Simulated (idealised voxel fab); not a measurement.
Herein follows the process module entitled voxel released beams.
Displayed cross-section: cut, width of 145 nm, square cells sized 5 nm.
Format of a cross-section: grid, square cells. Given as bands. Order: top down. Band: one or more rows of cells.
Quick guide to a band line: top height, bottom height (nm) up front; then every material left to right with its width in nm. Only one material and it's marked "edge to edge"? Then it fills the band edge to edge. And "empty" just means empty space.
Note: height 0 marks the level under which the wafer is uniformly one material as received. Lowest band unbounded below, written "0 nm and below".
Top row gets the first number, bottom row gets the second, and each row in between changes by the same step: that is how a band width like "30..40" works.
Step marked "identical to before"? Then no cell in the cross-section changed in it.
"Entrapped void list": sealed empty spaces, 8 cells or more, no open way to top, listed width x height at distance, with distance from the left edge and width, height and distance in nm.
On each step's line, the part that comes after the settings is the simulator's own comment on the step.
On any step carrying a mask, the "overlay nm" setting, if present on the step's line, tells how far right of its planned place the mask lay; negative values point to the left.

## Planned step list for the process
1,op RECEIVE | material Si
2,op CONFORMAL_DEP | material Al2O3 | thk nm 5
3,op DIRECTIONAL_DEP | material SiO2 | thk nm 20
4,op DIRECTIONAL_DEP | material aC | thk nm 10
5,op PATTERN | tone open | mask id ANCHOR | material resist | width nm 25 | thk nm 30 | overlay nm 0
6,op DIRECTIONAL_ETCH | etch materials aC | depth nm 10
7,op STRIP | etch materials resist
8,op DIRECTIONAL_ETCH | etch materials SiO2 | depth nm 20
9,op STRIP | etch materials aC
10,op CONFORMAL_DEP | material polySi | thk nm 10
11,op DIRECTIONAL_DEP | material aC | thk nm 15
12,op PATTERN | tone cover | mask id BEAM | material resist | width nm 80 | thk nm 30 | overlay nm 0
13,op DIRECTIONAL_ETCH | etch materials aC | depth nm 15
14,op STRIP | etch materials resist
15,op DIRECTIONAL_ETCH | etch materials polySi | depth nm 10
16,op STRIP | etch materials aC
17,op STRIP | etch materials SiO2

## Cross-section of the wafer upon arrival, representing the state reached after step 1
0 nm and below  Si edge to edge
Entrapped void list: none

## Here's the cross-section of the first of our two wafers at the end of the module - it ran as planned
35 nm to 25 nm  empty (30); polySi (15); empty (5); polySi (60); empty (35)
25 nm to 15 nm  empty (35); polySi (10); empty (5); polySi (10); empty (85)
15 nm to 5 nm  empty (35); polySi (25); empty (85)
5 nm to 0 nm  Al2O3 edge to edge
0 nm and below  Si edge to edge
Entrapped void list: none

## Second wafer cross-section at end of module - shared start and plan with the first, one mistake in the run
35 nm to 25 nm  empty (30); polySi (80); empty (35)
25 nm to 20 nm  Al2O3 edge to edge
20 nm to 0 nm  SiO2 edge to edge
0 nm and below  Si edge to edge
Entrapped void list: none
Short version of what went wrong: the run placed steps 2 and 3 each in the position the plan gave to the other
FYI, end of process, the second wafer has more or fewer cells of some materials than the first: 116 more of SiO2, 16 fewer of polySi
